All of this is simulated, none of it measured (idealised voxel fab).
process module | voxel gate over fins
cross-section cut | 230 nm wide | cells 5 nm
A cross-section is a grid of square cells, given in bands from the top down. A band is one or more rows of cells.
Each band's line starts with the height of the band's top and of its bottom, in nm. Then come its materials from left to right, each with its width in nm. One material with "throughout" fills the band from edge to edge. "air" is empty space.
Height 0 is the level under which the wafer as received is all one material. The lowest band goes on downwards, as in "0 down".
A width such as "30 to 40" changes by the same amount from each row of cells to the next, from the band's top row to its bottom row.
"no change" after a step means that no cell of the cross-section changed.
closed voids: empty space of 8 cells or more with no open way to the top, each as width x height at its distance from the left edge, in nm
after a step's settings: what the simulator itself notes on the step
overlay nm, on a step with a mask: how far to the right of its planned place the mask lay; to the left if negative
plan
1 op RECEIVE | material Si
2 op CONFORMAL_DEP | material SiN | thk nm 5
3 op PATTERN | tone cover | mask id FINS | material resist | width nm 15 | pitch nm 50 | thk nm 20 | overlay nm 0
4 op DIRECTIONAL_ETCH | etch materials SiN | depth nm 5
5 op DIRECTIONAL_ETCH | etch materials Si | depth nm 40
6 op STRIP | etch materials resist
7 op FILL_DEP | material SiO2 | thk nm 15
8 op CMP | height nm 5
9 op PATTERN | tone open | mask id RAIL | material resist | width nm 15 | thk nm 20 | overlay nm 0
10 op DIRECTIONAL_ETCH | etch materials SiO2 | depth nm 40
11 op STRIP | etch materials resist
12 op CONFORMAL_DEP | material TiN | thk nm 5
13 op FILL_DEP | material Ru | thk nm 5
14 op CMP | height nm 5
15 op SELECTIVE_ETCH | etch materials W Ru TiN | depth nm 25
16 op FILL_DEP | material SiO2 | thk nm 5
17 op CMP | height nm 5
18 op SELECTIVE_ETCH | etch materials SiO2 | depth nm 15
19 op STRIP | etch materials SiN
20 op CONFORMAL_DEP | material HfO2 | thk nm 5
21 op CONFORMAL_DEP | material TiN | thk nm 5
22 op FILL_DEP | material W | thk nm 10
23 op CMP | height nm 15
24 op CONFORMAL_DEP | material SiCN | thk nm 10
first wafer, as planned
as received, after step 1
  0 down: Si throughout
  closed voids: none
after step 2
  5 to 0: SiN throughout
  below 0: unchanged
after step 3
  25 to 5: air 55 | resist 15 | air 35 | resist 15 | air 35 | resist 15 | air 60
  below 5: unchanged
after step 4
  25 to 5: air 55 | resist 15 | air 35 | resist 15 | air 35 | resist 15 | air 60
  5 to 0: air 55 | SiN 15 | air 35 | SiN 15 | air 35 | SiN 15 | air 60
  below 0: unchanged
after step 5
  25 to 5: air 55 | resist 15 | air 35 | resist 15 | air 35 | resist 15 | air 60
  5 to 0: air 55 | SiN 15 | air 35 | SiN 15 | air 35 | SiN 15 | air 60
  0 to -40: air 55 | Si 15 | air 35 | Si 15 | air 35 | Si 15 | air 60
  below -40: unchanged
after step 6
  5 to 0: air 55 | SiN 15 | air 35 | SiN 15 | air 35 | SiN 15 | air 60
  below 0: unchanged
after step 7
  20 to 5: SiO2 throughout
  5 to 0: SiO2 55 | SiN 15 | SiO2 35 | SiN 15 | SiO2 35 | SiN 15 | SiO2 60
  0 to -40: SiO2 55 | Si 15 | SiO2 35 | Si 15 | SiO2 35 | Si 15 | SiO2 60
  below -40: unchanged
after step 8
  5 to 0: SiO2 55 | SiN 15 | SiO2 35 | SiN 15 | SiO2 35 | SiN 15 | SiO2 60
  below 0: unchanged
after step 9
  25 to 5: resist 80 | air 15 | resist 135
  below 5: unchanged
after step 10
  25 to 5: resist 80 | air 15 | resist 135
  5 to 0: SiO2 55 | SiN 15 | SiO2 10 | air 15 | SiO2 10 | SiN 15 | SiO2 35 | SiN 15 | SiO2 60
  0 to -35: SiO2 55 | Si 15 | SiO2 10 | air 15 | SiO2 10 | Si 15 | SiO2 35 | Si 15 | SiO2 60
  below -35: unchanged
after step 11
  5 to 0: SiO2 55 | SiN 15 | SiO2 10 | air 15 | SiO2 10 | SiN 15 | SiO2 35 | SiN 15 | SiO2 60
  below 0: unchanged
after step 12
  10 to 5: TiN 85 | air 5 | TiN 140
  5 to 0: SiO2 55 | SiN 15 | SiO2 10 | TiN 5 | air 5 | TiN 5 | SiO2 10 | SiN 15 | SiO2 35 | SiN 15 | SiO2 60
  0 to -30: SiO2 55 | Si 15 | SiO2 10 | TiN 5 | air 5 | TiN 5 | SiO2 10 | Si 15 | SiO2 35 | Si 15 | SiO2 60
  -30 to -35: SiO2 55 | Si 15 | SiO2 10 | TiN 15 | SiO2 10 | Si 15 | SiO2 35 | Si 15 | SiO2 60
  below -35: unchanged
after step 13
  15 to 10: Ru throughout
  10 to 5: TiN 85 | Ru 5 | TiN 140
  5 to 0: SiO2 55 | SiN 15 | SiO2 10 | TiN 5 | Ru 5 | TiN 5 | SiO2 10 | SiN 15 | SiO2 35 | SiN 15 | SiO2 60
  0 to -30: SiO2 55 | Si 15 | SiO2 10 | TiN 5 | Ru 5 | TiN 5 | SiO2 10 | Si 15 | SiO2 35 | Si 15 | SiO2 60
  below -30: unchanged
after step 14
  5 to 0: SiO2 55 | SiN 15 | SiO2 10 | TiN 5 | Ru 5 | TiN 5 | SiO2 10 | SiN 15 | SiO2 35 | SiN 15 | SiO2 60
  below 0: unchanged
after step 15
  5 to 0: SiO2 55 | SiN 15 | SiO2 10 | air 15 | SiO2 10 | SiN 15 | SiO2 35 | SiN 15 | SiO2 60
  0 to -20: SiO2 55 | Si 15 | SiO2 10 | air 15 | SiO2 10 | Si 15 | SiO2 35 | Si 15 | SiO2 60
  below -20: unchanged
after step 16
  10 to 5: SiO2 throughout
  5 to 0: SiO2 55 | SiN 15 | SiO2 35 | SiN 15 | SiO2 35 | SiN 15 | SiO2 60
  0 to -20: SiO2 55 | Si 15 | SiO2 35 | Si 15 | SiO2 35 | Si 15 | SiO2 60
  below -20: unchanged
after step 17
  5 to 0: SiO2 55 | SiN 15 | SiO2 35 | SiN 15 | SiO2 35 | SiN 15 | SiO2 60
  below 0: unchanged
after step 18
  5 to 0: air 55 | SiN 15 | air 35 | SiN 15 | air 35 | SiN 15 | air 60
  0 to -10: air 55 | Si 15 | air 35 | Si 15 | air 35 | Si 15 | air 60
  below -10: unchanged
after step 19
  0 to -10: air 55 | Si 15 | air 35 | Si 15 | air 35 | Si 15 | air 60
  below -10: unchanged
after step 20
  5 to 0: air 50 | HfO2 25 | air 25 | HfO2 25 | air 25 | HfO2 25 | air 55
  0 to -5: air 50 | HfO2 5 | Si 15 | HfO2 5 | air 25 | HfO2 5 | Si 15 | HfO2 5 | air 25 | HfO2 5 | Si 15 | HfO2 5 | air 55
  -5 to -10: HfO2 55 | Si 15 | HfO2 35 | Si 15 | HfO2 35 | Si 15 | HfO2 60
  below -10: unchanged
after step 21
  10 to 5: air 45 | TiN 35 | air 15 | TiN 35 | air 15 | TiN 35 | air 50
  5 to 0: air 45 | TiN 5 | HfO2 25 | TiN 5 | air 15 | TiN 5 | HfO2 25 | TiN 5 | air 15 | TiN 5 | HfO2 25 | TiN 5 | air 50
  0 to -5: TiN 50 | HfO2 5 | Si 15 | HfO2 5 | TiN 25 | HfO2 5 | Si 15 | HfO2 5 | TiN 25 | HfO2 5 | Si 15 | HfO2 5 | TiN 55
  below -5: unchanged
after step 22
  20 to 10: W throughout
  10 to 5: W 45 | TiN 35 | W 15 | TiN 35 | W 15 | TiN 35 | W 50
  5 to 0: W 45 | TiN 5 | HfO2 25 | TiN 5 | W 15 | TiN 5 | HfO2 25 | TiN 5 | W 15 | TiN 5 | HfO2 25 | TiN 5 | W 50
  below 0: unchanged
after step 23
  15 to 10: W throughout
  below 10: unchanged
after step 24
  25 to 15: SiCN throughout
  below 15: unchanged
second wafer: like start, like plan, one mistake. Through step 17 it matches the first wafer
when step 18 should have ended
  5 to 0: air 55 | SiN 15 | air 35 | SiN 15 | air 35 | SiN 15 | air 60
  0 to -20: air 55 | Si 15 | air 35 | Si 15 | air 35 | Si 15 | air 60
  -20 to -25: air 55 | Si 15 | air 10 | TiN 5 | Ru 5 | TiN 5 | air 10 | Si 15 | air 35 | Si 15 | air 60
  below -25: unchanged
when step 19 should have ended
  0 to -20: air 55 | Si 15 | air 35 | Si 15 | air 35 | Si 15 | air 60
  below -20: unchanged
when step 20 should have ended
  5 to 0: air 50 | HfO2 25 | air 25 | HfO2 25 | air 25 | HfO2 25 | air 55
  0 to -15: air 50 | HfO2 5 | Si 15 | HfO2 5 | air 25 | HfO2 5 | Si 15 | HfO2 5 | air 25 | HfO2 5 | Si 15 | HfO2 5 | air 55
  -15 to -20: air 50 | HfO2 5 | Si 15 | HfO2 35 | Si 15 | HfO2 5 | air 25 | HfO2 5 | Si 15 | HfO2 5 | air 55
  -20 to -25: HfO2 55 | Si 15 | HfO2 10 | TiN 5 | Ru 5 | TiN 5 | HfO2 10 | Si 15 | HfO2 35 | Si 15 | HfO2 60
  below -25: unchanged
when step 21 should have ended
  10 to 5: air 45 | TiN 35 | air 15 | TiN 35 | air 15 | TiN 35 | air 50
  5 to 0: air 45 | TiN 5 | HfO2 25 | TiN 5 | air 15 | TiN 5 | HfO2 25 | TiN 5 | air 15 | TiN 5 | HfO2 25 | TiN 5 | air 50
  0 to -10: air 45 | TiN 5 | HfO2 5 | Si 15 | HfO2 5 | TiN 5 | air 15 | TiN 5 | HfO2 5 | Si 15 | HfO2 5 | TiN 5 | air 15 | TiN 5 | HfO2 5 | Si 15 | HfO2 5 | TiN 5 | air 50
  -10 to -15: air 45 | TiN 5 | HfO2 5 | Si 15 | HfO2 5 | TiN 25 | HfO2 5 | Si 15 | HfO2 5 | TiN 5 | air 15 | TiN 5 | HfO2 5 | Si 15 | HfO2 5 | TiN 5 | air 50
  -15 to -20: TiN 50 | HfO2 5 | Si 15 | HfO2 35 | Si 15 | HfO2 5 | TiN 25 | HfO2 5 | Si 15 | HfO2 5 | TiN 55
  below -20: unchanged
when step 22 should have ended
  20 to 10: W throughout
  10 to 5: W 45 | TiN 35 | W 15 | TiN 35 | W 15 | TiN 35 | W 50
  5 to 0: W 45 | TiN 5 | HfO2 25 | TiN 5 | W 15 | TiN 5 | HfO2 25 | TiN 5 | W 15 | TiN 5 | HfO2 25 | TiN 5 | W 50
  0 to -10: W 45 | TiN 5 | HfO2 5 | Si 15 | HfO2 5 | TiN 5 | W 15 | TiN 5 | HfO2 5 | Si 15 | HfO2 5 | TiN 5 | W 15 | TiN 5 | HfO2 5 | Si 15 | HfO2 5 | TiN 5 | W 50
  -10 to -15: W 45 | TiN 5 | HfO2 5 | Si 15 | HfO2 5 | TiN 25 | HfO2 5 | Si 15 | HfO2 5 | TiN 5 | W 15 | TiN 5 | HfO2 5 | Si 15 | HfO2 5 | TiN 5 | W 50
  below -15: unchanged
when step 23 should have ended
  15 to 10: W throughout
  below 10: unchanged
when step 24 should have ended
  25 to 15: SiCN throughout
  below 15: unchanged
what went wrong: step 18 was run twice
at the end the second wafer has, in cells: 20 more of HfO2 | 108 fewer of SiO2 | 16 more of TiN | 72 more of W
